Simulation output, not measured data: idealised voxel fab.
voxel self aligned vias: a process module
170 nm wide, 5 nm square cells: that's cross-section cut.
Cross-section = grid of square cells, listed top down in bands; band = one or more rows. It is stipulated that each band's entry specify, in nanometres, the height of the top of the band and then that of its bottom, followed by the materials of the band in left-to-right sequence, each together with its width in nanometres. A single material marked by the word "throughout" is understood to fill the band from edge to edge; the word "air" is understood to denote empty space. All heights in this document are referenced to 0, defined as the level beneath which the wafer, as received, consists entirely of one material. The lowest band is not bounded below; it extends indefinitely downward and is written in the form "top 0, no bottom". The two numbers in a width such as "30->40" mark its ends across the band: the first belongs to the top row of cells, the second to the bottom row, and from each row to the next the width moves by the same amount. What does "stayed the same" mean for a step? It means no cell of the cross-section changed in that step. "Unvented voids": empty spaces of 8 cells or more with no open way to the top, each given as width x height at distance, distance from the left edge, all in nm. On a step's line, text after the settings is the simulator commenting on that step. Steps that use a mask can have "overlay nm" on their line. It says how far the mask sat to the right of where it was meant to be. Negative means to the left.

-- Below is the list of planned process steps
1,RECEIVE,material Si
2,CONFORMAL_DEP,material SiO2,thk nm 10
3,CONFORMAL_DEP,material SiCN,thk nm 5
4,DIRECTIONAL_DEP,material lowk,thk nm 20
5,MASKED_ETCH,tone open,mask id LINES,width nm 20,pitch nm 70,etch materials lowk,depth nm 20,overlay nm 0
6,CONFORMAL_DEP,material TiN,thk nm 5
7,FILL_DEP,material Ru,thk nm 5
8,CMP,height nm 35
9,SELECTIVE_ETCH,etch materials W Ru TiN,depth nm 10
10,FILL_DEP,material SiN,thk nm 10
11,CMP,height nm 35
12,DIRECTIONAL_DEP,material lowk,thk nm 15
13,DIRECTIONAL_DEP,material aC,thk nm 10
14,PATTERN,tone open,mask id VIAS,material resist,width nm 40,pitch nm 70,thk nm 25,overlay nm 0
15,DIRECTIONAL_ETCH,etch materials aC,depth nm 10
16,STRIP,etch materials resist
17,DIRECTIONAL_ETCH,etch materials lowk,depth nm 15
18,DIRECTIONAL_ETCH,etch materials SiN,depth nm 10
19,STRIP,etch materials aC
20,CONFORMAL_DEP,material TiN,thk nm 5
21,FILL_DEP,material W,thk nm 10
22,CMP,height nm 50
23,CONFORMAL_DEP,material SiCN,thk nm 5

-- Cross-section of the wafer as it came to us, i.e., already through step 1
- top 0, no bottom | Si throughout
- Unvented voids: none

-- Cross-section, end of module. Start: as above. Plan: as above. Execution: one mistake
- top 55, bottom 50 | SiCN throughout
- top 50, bottom 40 | lowk=35, TiN=5, W=20, TiN=5, lowk=40, TiN=5, W=20, TiN=5, lowk=35
- top 40, bottom 30 | lowk=35->40, TiN=10->5, W=10, TiN=10->5, lowk=40->50, TiN=10->5, W=10, TiN=10->5, lowk=35->40
- top 30, bottom 25 | lowk=40, TiN=20, lowk=50, TiN=20, lowk=40
- top 25, bottom 20 | lowk=40, TiN=5, Ru=10, TiN=5, lowk=50, TiN=5, Ru=10, TiN=5, lowk=40
- top 20, bottom 15 | lowk=40, TiN=20, lowk=50, TiN=20, lowk=40
- top 15, bottom 10 | SiCN throughout
- top 10, bottom 0 | SiO2 throughout
- top 0, no bottom | Si throughout
- Unvented voids: none
So what did we get wrong on this run? in deviation from the planned setting, step 14 was conducted as PATTERN,tone open,mask id VIAS,material resist,width nm 30,pitch nm 70,thk nm 25,overlay nm 0
